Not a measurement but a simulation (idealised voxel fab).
process module | voxel released beams
cross-section cut | 250 nm wide | cells 5 nm
A cross-section is a grid of square cells, given in bands from the top down. A band is one or more rows of cells.
Each band's line starts with the height of the band's top and of its bottom, in nm. Then come its materials from left to right, each with its width in nm. One material with "throughout" fills the band from edge to edge. "air" is empty space.
Height 0 is the level under which the wafer as received is all one material. The lowest band goes on downwards, as in "0 down".
A width such as "30 to 40" changes by the same amount from each row of cells to the next, from the band's top row to its bottom row.
"no change" after a step means that no cell of the cross-section changed.
closed voids: empty space of 8 cells or more with no open way to the top, each as width x height at its distance from the left edge, in nm
after a step's settings: what the simulator itself notes on the step
overlay nm, on a step with a mask: how far to the right of its planned place the mask lay; to the left if negative
plan
1 op RECEIVE | material Si
2 op CONFORMAL_DEP | material SiN | thk nm 10
3 op DIRECTIONAL_DEP | material SiO2 | thk nm 15
4 op MASKED_ETCH | tone open | mask id ANCHOR | width nm 35 | etch materials SiO2 | depth nm 15 | overlay nm 0
5 op CONFORMAL_DEP | material W | thk nm 15
6 op PATTERN | tone cover | mask id BEAM | material resist | width nm 110 | thk nm 15 | overlay nm 0
7 op DIRECTIONAL_ETCH | etch materials W | depth nm 15
8 op STRIP | etch materials resist
9 op STRIP | etch materials SiO2
as received, after step 1
  0 down: Si throughout
  closed voids: none
a wafer at the end: this start, this plan, one mistake
  0 down: Si throughout
  closed voids: none
what went wrong: step 2 ran as: op CONFORMAL_DEP | material SiO2 | thk nm 10
